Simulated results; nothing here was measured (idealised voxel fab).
The process module presented herein is designated voxel gate over fins.
The figure presents cross-section cut, which has a width of 205 nm and is divided into square cells with an edge length of 5 nm.
Heads up, the way a cross-section reads in here is a grid of square cells, handed over as bands from the top down, with every band being one or more rows of cells. Basically the band line says how high the top is and how high the bottom is, in nm, and then what's in it from left to right, every material with its width in nm. Empty space shows up as "air", and if a single material carries "throughout" it runs the full band edge to edge. Heads up on the height convention: 0 is the point under which the incoming wafer is all one material, and the lowest band has no bottom, it just keeps going down, like "0..down". A width given as "30->40" starts at the first number in the band's top row and ends at the second number in its bottom row, shifting by an equal amount at every step from row to row. The designation "all unchanged", where it is given for a processing step, indicates that no cell of the cross-section was altered in the course of that step. Trapped void list: empty space of 8 cells or more with no open way to the top, each as width x height at its distance from the left edge, in nm. after a step's settings: what the simulator itself notes on the step. A step line may carry the setting "overlay nm", which, for steps involving a mask, states the distance by which the mask lay to the right of its intended position; negative values denote displacement to the left.

Process steps (planned)
- 1: RECEIVE (material Si)
- 2: CONFORMAL_DEP (material SiN; thk nm 10)
- 3: DIRECTIONAL_DEP (material aC; thk nm 10)
- 4: PATTERN (tone cover; mask id FINS; material resist; width nm 15; pitch nm 40; thk nm 25; overlay nm 0)
- 5: DIRECTIONAL_ETCH (etch materials aC; depth nm 10)
- 6: STRIP (etch materials resist)
- 7: DIRECTIONAL_ETCH (etch materials SiN; depth nm 10)
- 8: DIRECTIONAL_ETCH (etch materials Si; depth nm 40)
- 9: STRIP (etch materials aC)
- 10: OXIDIZE (depth nm 5)
- 11: FILL_DEP (material SiO2; thk nm 15)
- 12: CMP (height nm 10)
- 13: SELECTIVE_ETCH (etch materials SiO2; depth nm 20)
- 14: STRIP (etch materials SiN)
- 15: CONFORMAL_DEP (material HfO2; thk nm 5)
- 16: CONFORMAL_DEP (material TiN; thk nm 5)
- 17: FILL_DEP (material W; thk nm 10)
- 18: CMP (height nm 15)
- 19: CONFORMAL_DEP (material SiCN; thk nm 5)

Step 1 complete: cross-section of the wafer as received
	0..down | Si throughout
	Trapped void list: none

Cross-section at module end, one run error; start and plan unchanged from above
	20..15 | SiCN throughout
	15..10 | W 20, TiN 5, HfO2 35, TiN 5, HfO2 35, TiN 5, HfO2 35, TiN 5, HfO2 35, TiN 5, W 20
	10..5 | TiN 25, HfO2 35, TiN 5, HfO2 35, TiN 5, HfO2 35, TiN 5, HfO2 35, TiN 25
	5..0 | HfO2 throughout
	0..-10 | HfO2 40, Si 5, HfO2 35, Si 5, HfO2 35, Si 5, HfO2 35, Si 5, HfO2 40
	-10..-45 | SiO2 40, Si 5, SiO2 35, Si 5, SiO2 35, Si 5, SiO2 35, Si 5, SiO2 40
	-45..down | Si throughout
	Trapped void list: none
Where did the run depart from the plan? the process deviated at step 15: the operation and settings actually run there were CONFORMAL_DEP (material HfO2; thk nm 15)
